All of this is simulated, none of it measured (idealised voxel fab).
process module | voxel self aligned contacts
cross-section cut | 265 nm wide | cells 5 nm
A cross-section is a grid of square cells, given in bands from the top down. A band is one or more rows of cells.
Each band's line starts with the height of the band's top and of its bottom, in nm. Then come its materials from left to right, each with its width in nm. One material with "throughout" fills the band from edge to edge. "air" is empty space.
Height 0 is the level under which the wafer as received is all one material. The lowest band goes on downwards, as in "0 down".
A width such as "30 to 40" changes by the same amount from each row of cells to the next, from the band's top row to its bottom row.
"no change" after a step means that no cell of the cross-section changed.
closed voids: empty space of 8 cells or more with no open way to the top, each as width x height at its distance from the left edge, in nm
after a step's settings: what the simulator itself notes on the step
overlay nm, on a step with a mask: how far to the right of its planned place the mask lay; to the left if negative
plan
1 op RECEIVE | material Si
2 op CONFORMAL_DEP | material SiO2 | thk nm 5
3 op DIRECTIONAL_DEP | material polySi | thk nm 30
4 op DIRECTIONAL_DEP | material SiN | thk nm 15
5 op DIRECTIONAL_DEP | material aC | thk nm 15
6 op PATTERN | tone cover | mask id GATE | material resist | width nm 25 | pitch nm 50 | thk nm 30 | overlay nm 0
7 op DIRECTIONAL_ETCH | etch materials aC | depth nm 15
8 op STRIP | etch materials resist
9 op DIRECTIONAL_ETCH | etch materials SiN | depth nm 15
10 op DIRECTIONAL_ETCH | etch materials polySi | depth nm 30
11 op STRIP | etch materials aC
12 op CONFORMAL_DEP | material SiN | thk nm 5
13 op DIRECTIONAL_ETCH | etch materials SiN | depth nm 5
14 op FILL_DEP | material SiO2 | thk nm 15
15 op CMP | height nm 55
16 op DIRECTIONAL_DEP | material aC | thk nm 10
17 op PATTERN | tone open | mask id CONTACT | material resist | width nm 35 | thk nm 30 | overlay nm 0
18 op DIRECTIONAL_ETCH | etch materials aC | depth nm 10
19 op STRIP | etch materials resist
20 op DIRECTIONAL_ETCH | etch materials SiO2 | depth nm 55
21 op STRIP | etch materials aC
22 op CONFORMAL_DEP | material TiN | thk nm 5
23 op FILL_DEP | material W | thk nm 5
24 op CMP | height nm 55
25 op CONFORMAL_DEP | material SiN | thk nm 5
as received, after step 1
  0 down: Si throughout
  closed voids: none
a wafer at the end: this start, this plan, one mistake
  60 to 55: SiN throughout
  55 to 50: SiO2 115 | TiN 35 | SiO2 115
  50 to 35: SiO2 85 | SiN 45 | TiN 5 | SiN 45 | SiO2 85
  35 to 5: SiO2 85 | SiN 5 | polySi 35 | SiN 5 | TiN 5 | SiN 5 | polySi 35 | SiN 5 | SiO2 85
  5 to 0: SiO2 130 | TiN 5 | SiO2 130
  0 down: Si throughout
  closed voids: none
what went wrong: step 6 ran as: op PATTERN | tone cover | mask id GATE | material resist | width nm 35 | pitch nm 50 | thk nm 30 | overlay nm 0
